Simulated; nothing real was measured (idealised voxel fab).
Documented hereafter: the process module known as voxel quadruple lines.
The figure presents cross-section cut, which has a width of 160 nm and is divided into square cells with an edge length of 5 nm.
When this document writes out a cross-section, it uses a grid of square cells and lists it as bands, beginning at the top and moving down, with a band standing for one or more rows of cells.
Heads up on the band format: heights come first, top then bottom, in nm. After that it's the materials left to right, each with its width in nm. A single material flagged "everywhere" fills the whole band edge to edge, and "blank" means there's empty space there.
A quick word on heights: they are counted from 0, and under that level the wafer as it came to us is one material throughout. The lowest band is different from the rest in having no bottom; it simply continues downward, written as in "z 0 and below".
A width given as "30 to 40" starts at the first number in the band's top row and ends at the second number in its bottom row, shifting by an equal amount at every step from row to row.
No cell of the cross-section changed in a step that is given as "identical to before".
"Closed voids list" specifies each empty space that is not open to the top and that occupies no fewer than 8 cells, using the form width x height at distance, the distance measured from the left edge and all three quantities in nm.
Text after the settings on a step's line: the simulator's own remark on that step.
The setting "overlay nm" may be written on the line of a step. When the step uses a mask, the value reports how far to the right of the planned place the mask lay, and a negative value reports that it lay to the left.

## List of planned process steps
1,RECEIVE [material Si]
2,CONFORMAL_DEP [material Al2O3] [thk nm 10]
3,DIRECTIONAL_DEP [material Ru] [thk nm 10]
4,DIRECTIONAL_DEP [material polySi] [thk nm 20]
5,DIRECTIONAL_DEP [material aC] [thk nm 25]
6,PATTERN [tone cover] [mask id MANDREL] [material resist] [width nm 30] [thk nm 30] [overlay nm 0]
7,DIRECTIONAL_ETCH [etch materials aC] [depth nm 25]
8,STRIP [etch materials resist]
9,CONFORMAL_DEP [material SiO2] [thk nm 10]
10,DIRECTIONAL_ETCH [etch materials SiO2] [depth nm 10]
11,STRIP [etch materials aC]
12,DIRECTIONAL_ETCH [etch materials polySi] [depth nm 20]
13,STRIP [etch materials SiO2]
14,CONFORMAL_DEP [material SiCN] [thk nm 10]
15,DIRECTIONAL_ETCH [etch materials SiCN] [depth nm 10]
16,STRIP [etch materials polySi]
17,DIRECTIONAL_ETCH [etch materials Ru] [depth nm 10]
18,STRIP [etch materials SiCN]
19,FILL_DEP [material lowk] [thk nm 5]
20,CMP [height nm 20]

## Cross-section: wafer on arrival = after step 1
- z 0 and below = Si everywhere
- Closed voids list: none

## First of two wafers, end-of-module section, run followed plan
- z 20 to 10 = 45 nm lowk | 10 nm Ru | 10 nm lowk | 10 nm Ru | 10 nm lowk | 10 nm Ru | 10 nm lowk | 10 nm Ru | 45 nm lowk
- z 10 to 0 = Al2O3 everywhere
- z 0 and below = Si everywhere
- Closed voids list: none

## Second of two wafers, module complete, sectioned: it shares the first wafer's start and plan but was run with one mistake
- z 20 to 10 = 45 nm lowk | 10 nm Ru | 50 nm lowk | 10 nm Ru | 45 nm lowk
- z 10 to 0 = Al2O3 everywhere
- z 0 and below = Si everywhere
- Closed voids list: none
The mistake made against the process plan was this: a sequencing error occurred in which plan steps 11 and 12 were transposed
Final comparison by cell count, materials where the second wafer has more or fewer than the first: -8 Ru, +8 lowk
